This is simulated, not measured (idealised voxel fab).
Process module, titled voxel self aligned vias
In the cross-section labelled cut, the width is 140 nm and each square cell is 5 nm.
In this document a cross-section is written as a grid of square cells. It is given as a series of bands, listed from the top down, and a band is one or more rows of cells. Read a band's entry like this: the first values are the height of its top and the height of its bottom in nm, and what follows is the sequence of materials from left to right, each with its width in nm. Note that "blank" is empty space, and that a single material marked "everywhere" reaches across the band from edge to edge. It should be noted that heights are counted from 0, beneath which the wafer as supplied is of one material throughout, and that the lowest band possesses no lower boundary but continues downward, as written in "0 nm and below". When a width is written as two numbers, as in "30->40", the first number is the width in the top row of cells of the band and the second is the width in its bottom row, and the width changes by the same amount from each row to the next. Step marked "remained unchanged"? Then no cell in the cross-section changed in it. Voids not open to the top, 8 cells minimum: see "Enclosed void inventory". Written width x height at distance; distance is from the left edge; nm. On a step's line, text after the settings is the simulator commenting on that step. Among the settings permitted on a step's line is "overlay nm"; applied to a step with a mask, it specifies the extent to which the mask lay to the right of its planned position, whereas a negative figure signifies a position to the left.

# The planned process steps are enumerated hereunder
- 1: RECEIVE: material Si
- 2: CONFORMAL_DEP: material SiO2, thk nm 15
- 3: CONFORMAL_DEP: material SiCN, thk nm 5
- 4: DIRECTIONAL_DEP: material SiO2, thk nm 30
- 5: DIRECTIONAL_DEP: material aC, thk nm 10
- 6: PATTERN: tone open, mask id LINES, material resist, width nm 25, pitch nm 60, thk nm 30, overlay nm 0
- 7: DIRECTIONAL_ETCH: etch materials aC, depth nm 10
- 8: STRIP: etch materials resist
- 9: DIRECTIONAL_ETCH: etch materials SiO2, depth nm 30
- 10: STRIP: etch materials aC
- 11: CONFORMAL_DEP: material TiN, thk nm 5
- 12: FILL_DEP: material W, thk nm 10
- 13: CMP: height nm 50
- 14: SELECTIVE_ETCH: etch materials W Ru TiN, depth nm 5
- 15: FILL_DEP: material SiN, thk nm 10
- 16: CMP: height nm 50
- 17: DIRECTIONAL_DEP: material SiO2, thk nm 20
- 18: DIRECTIONAL_DEP: material aC, thk nm 15
- 19: PATTERN: tone open, mask id VIAS, material resist, width nm 35, thk nm 35, overlay nm 0
- 20: DIRECTIONAL_ETCH: etch materials aC, depth nm 15
- 21: STRIP: etch materials resist
- 22: DIRECTIONAL_ETCH: etch materials SiO2, depth nm 20
- 23: DIRECTIONAL_ETCH: etch materials SiN, depth nm 5
- 24: STRIP: etch materials aC
- 25: CONFORMAL_DEP: material TiN, thk nm 5
- 26: FILL_DEP: material Ru, thk nm 10
- 27: CMP: height nm 70
- 28: CONFORMAL_DEP: material SiN, thk nm 5

# Run as planned: first of two wafers

# The cross-section here shows the wafer as received, i.e. in its state after step 1
    0 nm and below = Si everywhere
    Enclosed void inventory: none

# After step 2: wafer cross-section
    15 nm to 0 nm = SiO2 everywhere
    Everything below 0 is unchanged.

# After step 3: wafer cross-section
    20 nm to 15 nm = SiCN everywhere
    Everything below 15 is unchanged.

# After step 4: wafer cross-section
    50 nm to 20 nm = SiO2 everywhere
    Everything below 20 is unchanged.

# After step 5: wafer cross-section
    60 nm to 50 nm = aC everywhere
    Everything below 50 is unchanged.

# After step 6: wafer cross-section
    90 nm to 60 nm = 25 resist | 25 blank | 35 resist | 25 blank | 30 resist
    Everything below 60 is unchanged.

# After step 7: wafer cross-section
    80 nm to 60 nm = 25 resist | 25 blank | 35 resist | 25 blank | 30 resist
    60 nm to 50 nm = 25 aC | 25 blank | 35 aC | 25 blank | 30 aC
    Everything below 50 is unchanged.

# After step 8: wafer cross-section
    60 nm to 50 nm = 25 aC | 25 blank | 35 aC | 25 blank | 30 aC
    Everything below 50 is unchanged.

# After step 9: wafer cross-section
    60 nm to 50 nm = 25 aC | 25 blank | 35 aC | 25 blank | 30 aC
    50 nm to 20 nm = 25 SiO2 | 25 blank | 35 SiO2 | 25 blank | 30 SiO2
    Everything below 20 is unchanged.

# After step 10: wafer cross-section
    50 nm to 20 nm = 25 SiO2 | 25 blank | 35 SiO2 | 25 blank | 30 SiO2
    Everything below 20 is unchanged.

# After step 11: wafer cross-section
    55 nm to 50 nm = 30 TiN | 15 blank | 45 TiN | 15 blank | 35 TiN
    50 nm to 25 nm = 25 SiO2 | 5 TiN | 15 blank | 5 TiN | 35 SiO2 | 5 TiN | 15 blank | 5 TiN | 30 SiO2
    25 nm to 20 nm = 25 SiO2 | 25 TiN | 35 SiO2 | 25 TiN | 30 SiO2
    Everything below 20 is unchanged.

# After step 12: wafer cross-section
    65 nm to 55 nm = W everywhere
    55 nm to 50 nm = 30 TiN | 15 W | 45 TiN | 15 W | 35 TiN
    50 nm to 25 nm = 25 SiO2 | 5 TiN | 15 W | 5 TiN | 35 SiO2 | 5 TiN | 15 W | 5 TiN | 30 SiO2
    Everything below 25 is unchanged.

# After step 13: wafer cross-section
    50 nm to 25 nm = 25 SiO2 | 5 TiN | 15 W | 5 TiN | 35 SiO2 | 5 TiN | 15 W | 5 TiN | 30 SiO2
    Everything below 25 is unchanged.

# After step 14: wafer cross-section
    50 nm to 45 nm = 25 SiO2 | 25 blank | 35 SiO2 | 25 blank | 30 SiO2
    Everything below 45 is unchanged.

# After step 15: wafer cross-section
    60 nm to 50 nm = SiN everywhere
    50 nm to 45 nm = 25 SiO2 | 25 SiN | 35 SiO2 | 25 SiN | 30 SiO2
    Everything below 45 is unchanged.

# After step 16: wafer cross-section
    50 nm to 45 nm = 25 SiO2 | 25 SiN | 35 SiO2 | 25 SiN | 30 SiO2
    Everything below 45 is unchanged.

# After step 17: wafer cross-section
    70 nm to 50 nm = SiO2 everywhere
    Everything below 50 is unchanged.

# After step 18: wafer cross-section
    85 nm to 70 nm = aC everywhere
    Everything below 70 is unchanged.

# After step 19: wafer cross-section
    120 nm to 85 nm = 20 resist | 35 blank | 85 resist
    Everything below 85 is unchanged.

# After step 20: wafer cross-section
    105 nm to 85 nm = 20 resist | 35 blank | 85 resist
    85 nm to 70 nm = 20 aC | 35 blank | 85 aC
    Everything below 70 is unchanged.

# After step 21: wafer cross-section
    85 nm to 70 nm = 20 aC | 35 blank | 85 aC
    Everything below 70 is unchanged.

# After step 22: wafer cross-section
    85 nm to 70 nm = 20 aC | 35 blank | 85 aC
    70 nm to 50 nm = 20 SiO2 | 35 blank | 85 SiO2
    Everything below 50 is unchanged.

# After step 23: wafer cross-section
    85 nm to 70 nm = 20 aC | 35 blank | 85 aC
    70 nm to 50 nm = 20 SiO2 | 35 blank | 85 SiO2
    50 nm to 45 nm = 25 SiO2 | 25 blank | 35 SiO2 | 25 SiN | 30 SiO2
    Everything below 45 is unchanged.

# After step 24: wafer cross-section
    70 nm to 50 nm = 20 SiO2 | 35 blank | 85 SiO2
    Everything below 50 is unchanged.

# After step 25: wafer cross-section
    75 nm to 70 nm = 25 TiN | 25 blank | 90 TiN
    70 nm to 55 nm = 20 SiO2 | 5 TiN | 25 blank | 5 TiN | 85 SiO2
    55 nm to 50 nm = 20 SiO2 | 10 TiN | 15 blank | 10 TiN | 85 SiO2
    50 nm to 45 nm = 25 SiO2 | 25 TiN | 35 SiO2 | 25 SiN | 30 SiO2
    Everything below 45 is unchanged.

# After step 26: wafer cross-section
    85 nm to 75 nm = Ru everywhere
    75 nm to 70 nm = 25 TiN | 25 Ru | 90 TiN
    70 nm to 55 nm = 20 SiO2 | 5 TiN | 25 Ru | 5 TiN | 85 SiO2
    55 nm to 50 nm = 20 SiO2 | 10 TiN | 15 Ru | 10 TiN | 85 SiO2
    Everything below 50 is unchanged.

# After step 27: wafer cross-section
    70 nm to 55 nm = 20 SiO2 | 5 TiN | 25 Ru | 5 TiN | 85 SiO2
    Everything below 55 is unchanged.

# After step 28: wafer cross-section
    75 nm to 70 nm = SiN everywhere
    Everything below 70 is unchanged.

# Second Wafer (Identical Start and Plan, One Processing Error; Matches First Wafer Through Step 18)

# Here is the second wafer in cross-section at the point where step 19 of the plan should have been done
    120 nm to 85 nm = 20 blank | 35 resist | 85 blank
    Everything below 85 is unchanged.

# Here is the second wafer in cross-section at the point where step 20 of the plan should have been done
    105 nm to 85 nm = 20 blank | 35 resist | 85 blank
    85 nm to 70 nm = 20 blank | 35 aC | 85 blank
    Everything below 70 is unchanged.

# Here is the second wafer in cross-section at the point where step 21 of the plan should have been done
    85 nm to 70 nm = 20 blank | 35 aC | 85 blank
    Everything below 70 is unchanged.

# Here is the second wafer in cross-section at the point where step 22 of the plan should have been done
    85 nm to 70 nm = 20 blank | 35 aC | 85 blank
    70 nm to 50 nm = 20 blank | 35 SiO2 | 85 blank
    Everything below 50 is unchanged.

# Here is the second wafer in cross-section at the point where step 23 of the plan should have been done
    85 nm to 70 nm = 20 blank | 35 aC | 85 blank
    70 nm to 50 nm = 20 blank | 35 SiO2 | 85 blank
    50 nm to 45 nm = 25 SiO2 | 25 SiN | 35 SiO2 | 25 blank | 30 SiO2
    Everything below 45 is unchanged.

# Here is the second wafer in cross-section at the point where step 24 of the plan should have been done
    70 nm to 50 nm = 20 blank | 35 SiO2 | 85 blank
    Everything below 50 is unchanged.

# Here is the second wafer in cross-section at the point where step 25 of the plan should have been done
    75 nm to 70 nm = 15 blank | 45 TiN | 80 blank
    70 nm to 55 nm = 15 blank | 5 TiN | 35 SiO2 | 5 TiN | 80 blank
    55 nm to 50 nm = 20 TiN | 35 SiO2 | 35 TiN | 15 blank | 35 TiN
    50 nm to 45 nm = 25 SiO2 | 25 SiN | 35 SiO2 | 25 TiN | 30 SiO2
    Everything below 45 is unchanged.

# Here is the second wafer in cross-section at the point where step 26 of the plan should have been done
    85 nm to 75 nm = Ru everywhere
    75 nm to 70 nm = 15 Ru | 45 TiN | 80 Ru
    70 nm to 55 nm = 15 Ru | 5 TiN | 35 SiO2 | 5 TiN | 80 Ru
    55 nm to 50 nm = 20 TiN | 35 SiO2 | 35 TiN | 15 Ru | 35 TiN
    Everything below 50 is unchanged.

# Here is the second wafer in cross-section at the point where step 27 of the plan should have been done
    70 nm to 55 nm = 15 Ru | 5 TiN | 35 SiO2 | 5 TiN | 80 Ru
    Everything below 55 is unchanged.

# Here is the second wafer in cross-section at the point where step 28 of the plan should have been done
    75 nm to 70 nm = SiN everywhere
    Everything below 70 is unchanged.
Deviation noted in wafer processing: step 19, actual vs plan mismatch, actual run PATTERN: tone cover, mask id VIAS, material resist, width nm 35, thk nm 35, overlay nm 0
Once processing is complete, comparing cell counts shows that the second wafer has more or fewer of certain materials than the first: +42 Ru, -56 SiO2, +14 TiN
